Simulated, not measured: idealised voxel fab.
Name of the process module below: voxel spacer lines
Cross-section cut: width 230 nm, square cells of 5 nm.
Just so we're on the same page, the cross-sections are grids of square cells, and they're listed out in bands top to bottom, each band one or more rows deep. It is stipulated that each band's entry specify, in nanometres, the height of the top of the band and then that of its bottom, followed by the materials of the band in left-to-right sequence, each together with its width in nanometres. A single material marked by the word "edge to edge" is understood to fill the band from edge to edge; the word "air" is understood to denote empty space. Basically, 0 is our baseline, since under it the wafer straight out of the box is all one material. The bottom band has no lower end and keeps on going down, so it looks like "0 nm and below". Width "30 to 40": first value at the band's top row of cells, second value at its bottom row, equal change from row to row. "left unchanged", as given for a step, is the statement that not any cell of the cross-section underwent a change during that step. "Enclosed cavities" means: voids of 8 cells or more that are shut off from the top with no open way through. Written width x height at distance, distance from the left edge, in nm. Text after the settings on a step's line: the simulator's own remark on that step. overlay nm: where the mask lay relative to plan, measured to the right, on steps with a mask; negatives go left.
The process steps that were planned are listed below
- 1: RECEIVE (material Si)
- 2: CONFORMAL_DEP (material Al2O3; thk nm 5)
- 3: DIRECTIONAL_DEP (material SiN; thk nm 15)
- 4: DIRECTIONAL_DEP (material aC; thk nm 25)
- 5: PATTERN (tone cover; mask id MANDREL; material resist; width nm 25; pitch nm 80; thk nm 30; overlay nm 0)
- 6: DIRECTIONAL_ETCH (etch materials aC; depth nm 25)
- 7: STRIP (etch materials resist)
- 8: CONFORMAL_DEP (material SiO2; thk nm 15)
- 9: DIRECTIONAL_ETCH (etch materials SiO2; depth nm 15)
- 10: STRIP (etch materials aC)
- 11: DIRECTIONAL_ETCH (etch materials SiN; depth nm 15)
- 12: STRIP (etch materials SiO2)
First wafer of two (run as planned)
The cross-section here shows the wafer as received, i.e. in its state after step 1
> 0 nm and below = Si edge to edge
> Enclosed cavities: none
After step 2: wafer cross-section
> 5 nm to 0 nm = Al2O3 edge to edge
> Below 0, no change.
After step 3: wafer cross-section
> 20 nm to 5 nm = SiN edge to edge
> Below 5, no change.
After step 4: wafer cross-section
> 45 nm to 20 nm = aC edge to edge
> Below 20, no change.
After step 5: wafer cross-section
> 75 nm to 45 nm = 60 of air / 25 of resist / 55 of air / 25 of resist / 65 of air
> Below 45, no change.
After step 6: wafer cross-section
> 50 nm to 45 nm = 60 of air / 25 of resist / 55 of air / 25 of resist / 65 of air
> 45 nm to 20 nm = 60 of air / 25 of aC / 55 of air / 25 of aC / 65 of air
> Below 20, no change.
After step 7: wafer cross-section
> 45 nm to 20 nm = 60 of air / 25 of aC / 55 of air / 25 of aC / 65 of air
> Below 20, no change.
After step 8: wafer cross-section
> 60 nm to 45 nm = 45 of air / 55 of SiO2 / 25 of air / 55 of SiO2 / 50 of air
> 45 nm to 35 nm = 45 of air / 15 of SiO2 / 25 of aC / 15 of SiO2 / 25 of air / 15 of SiO2 / 25 of aC / 15 of SiO2 / 50 of air
> 35 nm to 20 nm = 60 of SiO2 / 25 of aC / 55 of SiO2 / 25 of aC / 65 of SiO2
> Below 20, no change.
After step 9: wafer cross-section
> 45 nm to 20 nm = 45 of air / 15 of SiO2 / 25 of aC / 15 of SiO2 / 25 of air / 15 of SiO2 / 25 of aC / 15 of SiO2 / 50 of air
> Below 20, no change.
After step 10: wafer cross-section
> 45 nm to 20 nm = 45 of air / 15 of SiO2 / 25 of air / 15 of SiO2 / 25 of air / 15 of SiO2 / 25 of air / 15 of SiO2 / 50 of air
> Below 20, no change.
After step 11: wafer cross-section
> 45 nm to 20 nm = 45 of air / 15 of SiO2 / 25 of air / 15 of SiO2 / 25 of air / 15 of SiO2 / 25 of air / 15 of SiO2 / 50 of air
> 20 nm to 5 nm = 45 of air / 15 of SiN / 25 of air / 15 of SiN / 25 of air / 15 of SiN / 25 of air / 15 of SiN / 50 of air
> Below 5, no change.
After step 12: wafer cross-section
> 20 nm to 5 nm = 45 of air / 15 of SiN / 25 of air / 15 of SiN / 25 of air / 15 of SiN / 25 of air / 15 of SiN / 50 of air
> Below 5, no change.
Second Wafer (Identical Start and Plan, One Processing Error; Matches First Wafer Through Step 4)
The second wafer cut through, at the time step 5 was supposed to be finished
> 75 nm to 45 nm = 60 of resist / 25 of air / 55 of resist / 25 of air / 65 of resist
> Below 45, no change.
The second wafer cut through, at the time step 6 was supposed to be finished
> 50 nm to 45 nm = 60 of resist / 25 of air / 55 of resist / 25 of air / 65 of resist
> 45 nm to 20 nm = 60 of aC / 25 of air / 55 of aC / 25 of air / 65 of aC
> Below 20, no change.
The second wafer cut through, at the time step 7 was supposed to be finished
> 45 nm to 20 nm = 60 of aC / 25 of air / 55 of aC / 25 of air / 65 of aC
> Below 20, no change.
The second wafer cut through, at the time step 8 was supposed to be finished
> 60 nm to 45 nm = SiO2 edge to edge
> 45 nm to 20 nm = 60 of aC / 25 of SiO2 / 55 of aC / 25 of SiO2 / 65 of aC
> Below 20, no change.
The second wafer cut through, at the time step 9 was supposed to be finished
> 45 nm to 20 nm = 60 of aC / 25 of SiO2 / 55 of aC / 25 of SiO2 / 65 of aC
> Below 20, no change.
The second wafer cut through, at the time step 10 was supposed to be finished
> 45 nm to 20 nm = 60 of air / 25 of SiO2 / 55 of air / 25 of SiO2 / 65 of air
> Below 20, no change.
The second wafer cut through, at the time step 11 was supposed to be finished
> 45 nm to 20 nm = 60 of air / 25 of SiO2 / 55 of air / 25 of SiO2 / 65 of air
> 20 nm to 5 nm = 60 of air / 25 of SiN / 55 of air / 25 of SiN / 65 of air
> Below 5, no change.
The second wafer cut through, at the time step 12 was supposed to be finished
> 20 nm to 5 nm = 60 of air / 25 of SiN / 55 of air / 25 of SiN / 65 of air
> Below 5, no change.
Heads up, the wafer didn't run the way we planned it: step 5 changed vs plan, executed as PATTERN (tone open; mask id MANDREL; material resist; width nm 25; pitch nm 80; thk nm 30; overlay nm 0)
Cell-count delta at end, second wafer over first, by material: 6 fewer of SiN
